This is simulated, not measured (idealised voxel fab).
The document below concerns the process module designated voxel transistor to metal.
It is cross-section cut that appears here, measuring 155 nm in width, its square cells being 5 nm in size.
Format of a cross-section: grid, square cells. Given as bands. Order: top down. Band: one or more rows of cells. A band entry consists of two parts. The first gives the height of the band's top and the height of its bottom, in nm. The rest lists the band's materials from left to right, each with its width in nm. A single material labelled with the word "edge to edge" fills the band from edge to edge, and the word "air" marks empty space. Height is counted from the level 0, under which the received wafer is composed throughout of one material. The lowest of the bands is not closed at the bottom but continues downward, in the notation "0..down". The expression "30 to 40" gives the width at the extremes of the band, the first number at its top row of cells and the second at its bottom row, with the width changing by equal amounts from each row to the next in between. The cross-section has no changed cell in any step marked "identical to before". "Closed-off voids": sealed empty spaces, 8 cells or more, no open way to top, listed width x height at distance, with distance from the left edge and width, height and distance in nm. If you see something after the settings on a step's line, that's the simulator's own remark about that step. overlay nm: how far to the right of its planned place the mask lay on this masked step (negative: to the left).
INTENDED PROCESS STEPS
1: RECEIVE [material Si]
2: OXIDIZE [depth nm 5]
3: CONFORMAL_DEP [material SiN] [thk nm 15]
4: MASKED_ETCH [tone cover] [mask id ACTIVE] [width nm 95] [etch materials SiN] [depth nm 15] [overlay nm 0]
5: MASKED_ETCH [tone cover] [mask id ACTIVE] [width nm 95] [etch materials SiO2] [depth nm 5] [overlay nm 0]
6: MASKED_ETCH [tone cover] [mask id ACTIVE] [width nm 95] [etch materials Si] [depth nm 25] [overlay nm 0]
7: OXIDIZE [depth nm 5]
8: FILL_DEP [material SiO2] [thk nm 5]
9: CMP [height nm 15]
10: SELECTIVE_ETCH [etch materials SiO2] [depth nm 10]
11: STRIP [etch materials SiN]
12: SELECTIVE_ETCH [etch materials SiO2] [depth nm 5]
13: OXIDIZE [depth nm 5]
14: DIRECTIONAL_DEP [material polySi] [thk nm 20]
15: DIRECTIONAL_DEP [material SiCN] [thk nm 10]
16: MASKED_ETCH [tone cover] [mask id GATE] [width nm 15] [etch materials SiCN] [depth nm 20] [overlay nm 0]
17: MASKED_ETCH [tone cover] [mask id GATE] [width nm 15] [etch materials polySi] [depth nm 30] [overlay nm 0]
18: CONFORMAL_DEP [material SiO2] [thk nm 5]
19: DIRECTIONAL_ETCH [etch materials SiO2] [depth nm 5]
20: CONFORMAL_DEP [material SiN] [thk nm 10]
21: DIRECTIONAL_ETCH [etch materials SiN] [depth nm 10]
22: DIRECTIONAL_ETCH [etch materials SiO2] [depth nm 5]
23: DIRECTIONAL_ETCH [etch materials Si] [depth nm 15]
24: EPI [material pSi] [thk nm 20]
25: FILL_DEP [material SiO2] [thk nm 10]
26: CMP [height nm 25]
27: DIRECTIONAL_DEP [material SiO2] [thk nm 15]
28: PATTERN [tone open] [mask id CONTACT] [material resist] [width nm 20] [pitch nm 65] [thk nm 15] [overlay nm 0]
29: DIRECTIONAL_ETCH [etch materials SiO2] [depth nm 30]
30: STRIP [etch materials resist]
31: CONFORMAL_DEP [material TiN] [thk nm 5]
32: FILL_DEP [material W] [thk nm 5]
33: CMP [height nm 40]
34: DIRECTIONAL_DEP [material TiN] [thk nm 5]
35: DIRECTIONAL_DEP [material Ru] [thk nm 25]
36: PATTERN [tone cover] [mask id METAL_1] [material resist] [width nm 20] [pitch nm 65] [thk nm 15] [overlay nm 0]
37: DIRECTIONAL_ETCH [etch materials Ru] [depth nm 25]
38: DIRECTIONAL_ETCH [etch materials TiN] [depth nm 5]
39: STRIP [etch materials resist]
40: FILL_DEP [material lowk] [thk nm 10]
41: CMP [height nm 70]
42: CONFORMAL_DEP [material SiCN] [thk nm 5]
43: DIRECTIONAL_DEP [material SiO2] [thk nm 35]
44: MASKED_ETCH [tone open] [mask id METAL_2_HOLES] [width nm 15] [pitch nm 65] [etch materials SiO2] [depth nm 35] [overlay nm 0]
45: PATTERN [tone open] [mask id METAL_2] [material resist] [width nm 20] [pitch nm 65] [thk nm 20] [overlay nm 0]
46: DIRECTIONAL_ETCH [etch materials SiO2] [depth nm 20]
47: DIRECTIONAL_ETCH [etch materials SiCN] [depth nm 5]
48: STRIP [etch materials resist]
49: CONFORMAL_DEP [material TiN] [thk nm 5]
50: FILL_DEP [material Ru] [thk nm 5]
51: CMP [height nm 110]
52: CONFORMAL_DEP [material SiCN] [thk nm 5]
CROSS-SECTION OF THE WAFER UPON ARRIVAL, REPRESENTING THE STATE REACHED AFTER STEP 1
> 0..down: Si edge to edge
> Closed-off voids: none
FIRST WAFER AT THE END, AS PLANNED
> 115..110: SiCN edge to edge
> 110..95: 35 nm SiO2, then 5 nm TiN, then 10 nm Ru, then 5 nm TiN, then 45 nm SiO2, then 5 nm TiN, then 10 nm Ru, then 5 nm TiN, then 35 nm SiO2
> 95..90: 35 nm SiO2, then 5 nm TiN, then 5 nm Ru, then 10 nm TiN, then 45 nm SiO2, then 5 nm TiN, then 5 nm Ru, then 10 nm TiN, then 35 nm SiO2
> 90..75: 35 nm SiO2, then 5 nm TiN, then 5 nm Ru, then 5 nm TiN, then 50 nm SiO2, then 5 nm TiN, then 5 nm Ru, then 5 nm TiN, then 40 nm SiO2
> 75..70: 35 nm SiCN, then 15 nm TiN, then 50 nm SiCN, then 15 nm TiN, then 40 nm SiCN
> 70..45: 35 nm lowk, then 20 nm Ru, then 45 nm lowk, then 20 nm Ru, then 35 nm lowk
> 45..40: 35 nm lowk, then 20 nm TiN, then 45 nm lowk, then 20 nm TiN, then 35 nm lowk
> 40..25: 35 nm SiO2, then 5 nm TiN, then 10 nm W, then 5 nm TiN, then 45 nm SiO2, then 5 nm TiN, then 10 nm W, then 5 nm TiN, then 35 nm SiO2
> 25..15: 35 nm SiO2, then 5 nm TiN, then 10 nm W, then 5 nm TiN, then 10 nm SiN, then 5 nm SiO2, then 15 nm SiCN, then 5 nm SiO2, then 10 nm SiN, then 5 nm TiN, then 10 nm W, then 5 nm TiN, then 35 nm SiO2
> 15..10: 35 nm SiO2, then 20 nm TiN, then 10 nm SiN, then 5 nm SiO2, then 15 nm polySi, then 5 nm SiO2, then 10 nm SiN, then 20 nm TiN, then 35 nm SiO2
> 10..0: 30 nm SiO2, then 25 nm pSi, then 10 nm SiN, then 5 nm SiO2, then 15 nm polySi, then 5 nm SiO2, then 10 nm SiN, then 25 nm pSi, then 30 nm SiO2
> 0..-5: 30 nm SiO2, then 10 nm SiN, then 15 nm pSi, then 10 nm SiN, then 5 nm SiO2, then 15 nm polySi, then 5 nm SiO2, then 10 nm SiN, then 15 nm pSi, then 10 nm SiN, then 30 nm SiO2
> -5..-10: 40 nm SiO2, then 15 nm pSi, then 45 nm SiO2, then 15 nm pSi, then 40 nm SiO2
> -10..-25: 35 nm SiO2, then 5 nm Si, then 15 nm pSi, then 45 nm Si, then 15 nm pSi, then 5 nm Si, then 35 nm SiO2
> -25..-35: 35 nm SiO2, then 85 nm Si, then 35 nm SiO2
> -35..down: Si edge to edge
> Closed-off voids: none
END-OF-MODULE CROSS-SECTION OF THE SECOND WAFER: IDENTICAL STARTING POINT AND PROCESS PLAN TO THE FIRST, WITH ONE PROCESSING MISTAKE
> 115..110: SiCN edge to edge
> 110..95: 35 nm SiO2, then 5 nm TiN, then 10 nm Ru, then 5 nm TiN, then 45 nm SiO2, then 5 nm TiN, then 10 nm Ru, then 5 nm TiN, then 35 nm SiO2
> 95..90: 35 nm SiO2, then 5 nm TiN, then 5 nm Ru, then 10 nm TiN, then 45 nm SiO2, then 5 nm TiN, then 5 nm Ru, then 10 nm TiN, then 35 nm SiO2
> 90..75: 35 nm SiO2, then 5 nm TiN, then 5 nm Ru, then 5 nm TiN, then 50 nm SiO2, then 5 nm TiN, then 5 nm Ru, then 5 nm TiN, then 40 nm SiO2
> 75..70: 35 nm SiCN, then 15 nm TiN, then 50 nm SiCN, then 15 nm TiN, then 40 nm SiCN
> 70..45: 30 nm lowk, then 30 nm Ru, then 35 nm lowk, then 30 nm Ru, then 30 nm lowk
> 45..40: 30 nm lowk, then 30 nm TiN, then 35 nm lowk, then 30 nm TiN, then 30 nm lowk
> 40..25: 35 nm SiO2, then 5 nm TiN, then 10 nm W, then 5 nm TiN, then 45 nm SiO2, then 5 nm TiN, then 10 nm W, then 5 nm TiN, then 35 nm SiO2
> 25..15: 35 nm SiO2, then 5 nm TiN, then 10 nm W, then 5 nm TiN, then 10 nm SiN, then 5 nm SiO2, then 15 nm SiCN, then 5 nm SiO2, then 10 nm SiN, then 5 nm TiN, then 10 nm W, then 5 nm TiN, then 35 nm SiO2
> 15..10: 35 nm SiO2, then 20 nm TiN, then 10 nm SiN, then 5 nm SiO2, then 15 nm polySi, then 5 nm SiO2, then 10 nm SiN, then 20 nm TiN, then 35 nm SiO2
> 10..0: 30 nm SiO2, then 25 nm pSi, then 10 nm SiN, then 5 nm SiO2, then 15 nm polySi, then 5 nm SiO2, then 10 nm SiN, then 25 nm pSi, then 30 nm SiO2
> 0..-5: 30 nm SiO2, then 10 nm SiN, then 15 nm pSi, then 10 nm SiN, then 5 nm SiO2, then 15 nm polySi, then 5 nm SiO2, then 10 nm SiN, then 15 nm pSi, then 10 nm SiN, then 30 nm SiO2
> -5..-10: 40 nm SiO2, then 15 nm pSi, then 45 nm SiO2, then 15 nm pSi, then 40 nm SiO2
> -10..-25: 35 nm SiO2, then 5 nm Si, then 15 nm pSi, then 45 nm Si, then 15 nm pSi, then 5 nm Si, then 35 nm SiO2
> -25..-35: 35 nm SiO2, then 85 nm Si, then 35 nm SiO2
> -35..down: Si edge to edge
> Closed-off voids: none
The plan and the run diverged here: step 36 ran differently from the plan; actual operation with settings: PATTERN [tone cover] [mask id METAL_1] [material resist] [width nm 30] [pitch nm 65] [thk nm 15] [overlay nm 0]
Wrapping up, a cell-based count of both wafers puts the second over or under the first for these materials: 20 more of Ru; 4 more of TiN; 24 fewer of lowk
